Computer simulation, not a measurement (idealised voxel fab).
The following is a process module called voxel double patterning.
Section cut is 175 nm wide and gridded with 5 nm square cells.
In what follows, cross-sections appear as grids of square cells, described through bands that run from the top down, where every band is one or more rows of cells.
Heads up on the band format: heights come first, top then bottom, in nm. After that it's the materials left to right, each with its width in nm. A single material flagged "everywhere" fills the whole band edge to edge, and "blank" means there's empty space there.
Convention: height 0 is the level below which the wafer, as received, is all one material. The lowest band does not terminate at the bottom but continues downward, represented as "z 0 and below".
The width entry "30 to 40" should be interpreted row by row: the top row of cells in the band takes the first number, the bottom row takes the second number, and the change between adjacent rows is uniform throughout.
Given "stayed the same" for a step, no cell of the cross-section differs between before and after that step.
"Tabulated closed voids": empty spaces of 8 cells or more with no open way to the top, each given as width x height at distance, distance from the left edge, all in nm.
Step line, after settings: the simulator's comment on this step.
A step's line can hold "overlay nm"; with a mask on that step, the setting says how far right of the planned place the mask lay, while a negative setting says it lay to the left.

Intended process steps:
1. RECEIVE, material Si
2. CONFORMAL_DEP, material SiO2, thk nm 5
3. DIRECTIONAL_DEP, material W, thk nm 10
4. DIRECTIONAL_DEP, material SiCN, thk nm 10
5. DIRECTIONAL_DEP, material aC, thk nm 10
6. PATTERN, tone open, mask id FIRST, material resist, width nm 15, pitch nm 50, thk nm 30, overlay nm 0
7. DIRECTIONAL_ETCH, etch materials aC, depth nm 10
8. STRIP, etch materials resist
9. DIRECTIONAL_ETCH, etch materials SiCN, depth nm 10
10. STRIP, etch materials aC
11. PATTERN, tone open, mask id SECOND, material resist, width nm 15, thk nm 20, overlay nm 0
12. DIRECTIONAL_ETCH, etch materials SiCN, depth nm 10
13. STRIP, etch materials resist
14. DIRECTIONAL_ETCH, etch materials W, depth nm 10
15. STRIP, etch materials SiCN

Cross-section of the incoming wafer, state after step 1:
> z 0 and below  Si everywhere
> Tabulated closed voids: none

Starting structure and process plan are as shown above, but one mistake was made in running the module; the wafer cross-section at the end of the module follows:
> z 15 to 5  W: 45; blank: 15; W: 20; blank: 30; W: 65
> z 5 to 0  SiO2 everywhere
> z 0 and below  Si everywhere
> Tabulated closed voids: none
Processing error: step 6 was processed under conditions differing from the plan, specifically as PATTERN, tone open, mask id FIRST, material resist, width nm 15, pitch nm 50, thk nm 30, overlay nm -10
